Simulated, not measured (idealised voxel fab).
Documented hereafter: the process module known as voxel capacitor over wiring.
The cross-section shown here is cut; it is 300 nm wide and divided into square cells measuring 5 nm on a side.
Think of the cross-section as a grid of square cells. We describe it in bands, top to bottom, and each band covers one or more rows of those cells.
Look at the band entry: it leads with the top's height and the bottom's height in nm. Then it lists the materials left to right, with a width in nm for each. The word "edge to edge" on a single material says that material fills the band edge to edge. The word "air" is empty space.
Beneath 0, the wafer as received is one material, and that level is where height counting begins. The lowest band goes on downward without a bottom; it is written like "0 down".
Quick explanation for "30 to 40": the width changes in equal steps down the rows of cells, from the first number in the band's top row to the second number in its bottom row.
It should be understood that the words "all unchanged", when stated for a given step, signify that the cross-section underwent no change in any of its cells during that step.
This entry, "Fully enclosed voids", enumerates those empty regions of no fewer than 8 cells that possess no open connection to the top. Each region is reported in the form width x height at distance, the distance being taken from the left edge, with all three quantities expressed in nm.
Step line, after settings: the simulator's comment on this step.
On any step carrying a mask, the "overlay nm" setting, if present on the step's line, tells how far right of its planned place the mask lay; negative values point to the left.
### Set out below are the planned steps of the process
1. RECEIVE, material Si
2. CONFORMAL_DEP, material SiO2, thk nm 15
3. DIRECTIONAL_DEP, material TiN, thk nm 5
4. DIRECTIONAL_DEP, material Ru, thk nm 20
5. PATTERN, tone cover, mask id METAL_1, material resist, width nm 20, pitch nm 75, thk nm 20, overlay nm 0
6. DIRECTIONAL_ETCH, etch materials Ru, depth nm 20
7. DIRECTIONAL_ETCH, etch materials TiN, depth nm 5
8. STRIP, etch materials resist
9. FILL_DEP, material SiO2, thk nm 5
10. CMP, height nm 40
11. CONFORMAL_DEP, material SiCN, thk nm 5
12. DIRECTIONAL_DEP, material lowk, thk nm 20
13. MASKED_ETCH, tone open, mask id PLUG_1, width nm 15, etch materials lowk, depth nm 20, overlay nm 0
14. MASKED_ETCH, tone open, mask id PLUG_1, width nm 15, etch materials SiCN, depth nm 5, overlay nm 0
15. EPI, material Ru, thk nm 10
16. EPI, material Ru, thk nm 10
17. EPI, material Ru, thk nm 5
18. DIRECTIONAL_DEP, material TiN, thk nm 5
19. DIRECTIONAL_DEP, material SiN, thk nm 5
20. DIRECTIONAL_DEP, material TiN, thk nm 10
21. PATTERN, tone cover, mask id UPPER_PLATE, material resist, width nm 60, thk nm 20, overlay nm 0
22. DIRECTIONAL_ETCH, etch materials TiN, depth nm 10
23. DIRECTIONAL_ETCH, etch materials SiN, depth nm 5
24. STRIP, etch materials resist
25. MASKED_ETCH, tone cover, mask id LOWER_PLATE, width nm 70, etch materials TiN, depth nm 5, overlay nm 0
26. FILL_DEP, material SiO2, thk nm 15
27. CMP, height nm 95
28. PATTERN, tone open, mask id PLUG_2, material resist, width nm 15, thk nm 15, overlay nm 0
29. DIRECTIONAL_ETCH, etch materials SiO2, depth nm 10
30. STRIP, etch materials resist
31. CONFORMAL_DEP, material TiN, thk nm 5
32. FILL_DEP, material W, thk nm 10
33. CMP, height nm 95
34. CONFORMAL_DEP, material SiCN, thk nm 5
### first wafer, as planned
### Received-state cross-section, reflecting completion of step 1
  0 down | Si edge to edge
  Fully enclosed voids: none
### You're looking at a cross-section of the wafer after step 2
  15 to 0 | SiO2 edge to edge
  Heights below 0 show no change.
### You're looking at a cross-section of the wafer after step 3
  20 to 15 | TiN edge to edge
  Heights below 15 show no change.
### You're looking at a cross-section of the wafer after step 4
  40 to 20 | Ru edge to edge
  Heights below 20 show no change.
### You're looking at a cross-section of the wafer after step 5
  60 to 40 | air=100; resist=20; air=55; resist=20; air=105
  Heights below 40 show no change.
### You're looking at a cross-section of the wafer after step 6
  60 to 40 | air=100; resist=20; air=55; resist=20; air=105
  40 to 20 | air=100; Ru=20; air=55; Ru=20; air=105
  Heights below 20 show no change.
### You're looking at a cross-section of the wafer after step 7
  60 to 40 | air=100; resist=20; air=55; resist=20; air=105
  40 to 20 | air=100; Ru=20; air=55; Ru=20; air=105
  20 to 15 | air=100; TiN=20; air=55; TiN=20; air=105
  Heights below 15 show no change.
### You're looking at a cross-section of the wafer after step 8
  40 to 20 | air=100; Ru=20; air=55; Ru=20; air=105
  Heights below 20 show no change.
### You're looking at a cross-section of the wafer after step 9
  45 to 40 | SiO2 edge to edge
  40 to 20 | SiO2=100; Ru=20; SiO2=55; Ru=20; SiO2=105
  20 to 15 | SiO2=100; TiN=20; SiO2=55; TiN=20; SiO2=105
  Heights below 15 show no change.
### You're looking at a cross-section of the wafer after step 10
  40 to 20 | SiO2=100; Ru=20; SiO2=55; Ru=20; SiO2=105
  Heights below 20 show no change.
### You're looking at a cross-section of the wafer after step 11
  45 to 40 | SiCN edge to edge
  Heights below 40 show no change.
### You're looking at a cross-section of the wafer after step 12
  65 to 45 | lowk edge to edge
  Heights below 45 show no change.
### You're looking at a cross-section of the wafer after step 13
  65 to 45 | lowk=105; air=15; lowk=180
  Heights below 45 show no change.
### You're looking at a cross-section of the wafer after step 14
  65 to 45 | lowk=105; air=15; lowk=180
  45 to 40 | SiCN=105; air=15; SiCN=180
  Heights below 40 show no change.
### You're looking at a cross-section of the wafer after step 15
  65 to 50 | lowk=105; air=15; lowk=180
  50 to 45 | lowk=105; Ru=15; lowk=180
  45 to 40 | SiCN=105; Ru=15; SiCN=180
  Heights below 40 show no change.
### You're looking at a cross-section of the wafer after step 16
  65 to 60 | lowk=105; air=15; lowk=180
  60 to 45 | lowk=105; Ru=15; lowk=180
  Heights below 45 show no change.
### You're looking at a cross-section of the wafer after step 17
  65 to 45 | lowk=105; Ru=15; lowk=180
  Heights below 45 show no change.
### You're looking at a cross-section of the wafer after step 18
  70 to 65 | TiN edge to edge
  Heights below 65 show no change.
### You're looking at a cross-section of the wafer after step 19
  75 to 70 | SiN edge to edge
  Heights below 70 show no change.
### You're looking at a cross-section of the wafer after step 20
  85 to 75 | TiN edge to edge
  Heights below 75 show no change.
### You're looking at a cross-section of the wafer after step 21
  105 to 85 | air=105; resist=60; air=135
  Heights below 85 show no change.
### You're looking at a cross-section of the wafer after step 22
  105 to 85 | air=105; resist=60; air=135
  85 to 75 | air=105; TiN=60; air=135
  Heights below 75 show no change.
### You're looking at a cross-section of the wafer after step 23
  105 to 85 | air=105; resist=60; air=135
  85 to 75 | air=105; TiN=60; air=135
  75 to 70 | air=105; SiN=60; air=135
  Heights below 70 show no change.
### You're looking at a cross-section of the wafer after step 24
  85 to 75 | air=105; TiN=60; air=135
  Heights below 75 show no change.
### You're looking at a cross-section of the wafer after step 25
  85 to 75 | air=105; TiN=60; air=135
  75 to 70 | air=105; SiN=60; air=135
  70 to 65 | air=100; TiN=70; air=130
  Heights below 65 show no change.
### You're looking at a cross-section of the wafer after step 26
  100 to 85 | SiO2 edge to edge
  85 to 75 | SiO2=105; TiN=60; SiO2=135
  75 to 70 | SiO2=105; SiN=60; SiO2=135
  70 to 65 | SiO2=100; TiN=70; SiO2=130
  Heights below 65 show no change.
### You're looking at a cross-section of the wafer after step 27
  95 to 85 | SiO2 edge to edge
  Heights below 85 show no change.
### You're looking at a cross-section of the wafer after step 28
  110 to 95 | resist=115; air=15; resist=170
  Heights below 95 show no change.
### You're looking at a cross-section of the wafer after step 29
  110 to 95 | resist=115; air=15; resist=170
  95 to 85 | SiO2=115; air=15; SiO2=170
  Heights below 85 show no change.
### You're looking at a cross-section of the wafer after step 30
  95 to 85 | SiO2=115; air=15; SiO2=170
  Heights below 85 show no change.
### You're looking at a cross-section of the wafer after step 31
  100 to 95 | TiN=120; air=5; TiN=175
  95 to 90 | SiO2=115; TiN=5; air=5; TiN=5; SiO2=170
  90 to 85 | SiO2=115; TiN=15; SiO2=170
  Heights below 85 show no change.
### You're looking at a cross-section of the wafer after step 32
  110 to 100 | W edge to edge
  100 to 95 | TiN=120; W=5; TiN=175
  95 to 90 | SiO2=115; TiN=5; W=5; TiN=5; SiO2=170
  Heights below 90 show no change.
### You're looking at a cross-section of the wafer after step 33
  95 to 90 | SiO2=115; TiN=5; W=5; TiN=5; SiO2=170
  Heights below 90 show no change.
### You're looking at a cross-section of the wafer after step 34
  100 to 95 | SiCN edge to edge
  Heights below 95 show no change.
### Okay, second wafer. Nothing different at the start, nothing different in the plan, just one mistake somewhere in the running. As far as step 17, counting that step, it's the first wafer all over again
X-section, second wafer, when step 18 was due to finish: all unchanged
### X-section, second wafer, when step 19 was due to finish
  70 to 65 | SiN edge to edge
  Heights below 65 show no change.
### X-section, second wafer, when step 20 was due to finish
  80 to 70 | TiN edge to edge
  Heights below 70 show no change.
### X-section, second wafer, when step 21 was due to finish
  100 to 80 | air=105; resist=60; air=135
  Heights below 80 show no change.
### X-section, second wafer, when step 22 was due to finish
  100 to 80 | air=105; resist=60; air=135
  80 to 70 | air=105; TiN=60; air=135
  Heights below 70 show no change.
### X-section, second wafer, when step 23 was due to finish
  100 to 80 | air=105; resist=60; air=135
  80 to 70 | air=105; TiN=60; air=135
  70 to 65 | air=105; SiN=60; air=135
  Heights below 65 show no change.
### X-section, second wafer, when step 24 was due to finish
  80 to 70 | air=105; TiN=60; air=135
  Heights below 70 show no change.
X-section, second wafer, when step 25 was due to finish: all unchanged
### X-section, second wafer, when step 26 was due to finish
  95 to 80 | SiO2 edge to edge
  80 to 70 | SiO2=105; TiN=60; SiO2=135
  70 to 65 | SiO2=105; SiN=60; SiO2=135
  Heights below 65 show no change.
X-section, second wafer, when step 27 was due to finish: all unchanged
### X-section, second wafer, when step 28 was due to finish
  110 to 95 | resist=115; air=15; resist=170
  Heights below 95 show no change.
### X-section, second wafer, when step 29 was due to finish
  110 to 95 | resist=115; air=15; resist=170
  95 to 85 | SiO2=115; air=15; SiO2=170
  Heights below 85 show no change.
### X-section, second wafer, when step 30 was due to finish
  95 to 85 | SiO2=115; air=15; SiO2=170
  Heights below 85 show no change.
### X-section, second wafer, when step 31 was due to finish
  100 to 95 | TiN=120; air=5; TiN=175
  95 to 90 | SiO2=115; TiN=5; air=5; TiN=5; SiO2=170
  90 to 85 | SiO2=115; TiN=15; SiO2=170
  Heights below 85 show no change.
### X-section, second wafer, when step 32 was due to finish
  110 to 100 | W edge to edge
  100 to 95 | TiN=120; W=5; TiN=175
  95 to 90 | SiO2=115; TiN=5; W=5; TiN=5; SiO2=170
  Heights below 90 show no change.
### X-section, second wafer, when step 33 was due to finish
  95 to 90 | SiO2=115; TiN=5; W=5; TiN=5; SiO2=170
  Heights below 90 show no change.
### X-section, second wafer, when step 34 was due to finish
  100 to 95 | SiCN edge to edge
  Heights below 95 show no change.
So what did we get wrong on this run? no execution of plan step 18; skipped
Counted in cells at the end, the second wafer holds more or fewer of these materials than the first: SiO2: 14 more; TiN: 14 fewer
